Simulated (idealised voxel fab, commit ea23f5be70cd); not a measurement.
Name of the process module below: voxel spacer lines
Pictured: cross-section cut, 265 nm wide, on a grid of 5 nm square cells.
Cross-section layout: square cells on a grid; listed as bands, top to bottom; a band spans one or more cell rows. Top, bottom (nm), then materials left to right with widths (nm); lone material tagged "throughout" fills the whole band edge to edge; "blank" = empty space. Where do heights start? At 0: under that level the wafer as delivered is made of one material only. And the lowest band has no floor; it just carries on downward, as in "top 0, no bottom". It should be noted that a width expressed as "30 to 40" varies in equal increments from row to row of cells within the band, taking the value of the first number at the top row and that of the second number at the bottom row. "nothing was modified" after a step means that no cell of the cross-section changed. "Voids, sealed" contains a list of empty spaces, each no smaller than 8 cells and without an open way to the top, written in the form width x height at distance with the distance from the left edge and all three in nm. Where a step's line continues beyond its settings, the continuation is a remark by the simulator itself on that step. Each step line may optionally specify "overlay nm", which for a step with a mask gives the rightward distance between the mask's planned place and where it lay, a negative value indicating the leftward direction.
The following list gives the planned process steps
1,RECEIVE [material Si]
2,CONFORMAL_DEP [material SiO2] [thk nm 10]
3,DIRECTIONAL_DEP [material polySi] [thk nm 20]
4,DIRECTIONAL_DEP [material aC] [thk nm 20]
5,PATTERN [tone cover] [mask id MANDREL] [material resist] [width nm 20] [pitch nm 60] [thk nm 30] [overlay nm 0]
6,DIRECTIONAL_ETCH [etch materials aC] [depth nm 20]
7,STRIP [etch materials resist]
8,CONFORMAL_DEP [material SiN] [thk nm 10]
9,DIRECTIONAL_ETCH [etch materials SiN] [depth nm 10]
10,STRIP [etch materials aC]
11,DIRECTIONAL_ETCH [etch materials polySi] [depth nm 20]
12,STRIP [etch materials SiN]
13,FILL_DEP [material SiO2] [thk nm 5]
14,CMP [height nm 30]
Received-state cross-section, reflecting completion of step 1
	top 0, no bottom: Si throughout
	Voids, sealed: none
Cross-section: first of two wafers, module finished, run according to plan
	top 30, bottom 10: SiO2: 50, polySi: 10, SiO2: 20, polySi: 10, SiO2: 20, polySi: 10, SiO2: 20, polySi: 10, SiO2: 20, polySi: 10, SiO2: 20, polySi: 10, SiO2: 55
	top 10, bottom 0: SiO2 throughout
	top 0, no bottom: Si throughout
	Voids, sealed: none
Wafer two, end of module, cross-section. Same start, same plan as wafer one. One mistake in the run
	top 30, bottom 20: SiO2 throughout
	top 20, bottom 0: polySi throughout
	top 0, no bottom: Si throughout
	Voids, sealed: none
Where did the run depart from the plan? steps 2 and 3: order swapped relative to plan
Per the end-of-run cell counts, the second wafer holds more or fewer of some materials than the first: SiO2 -164, polySi +164
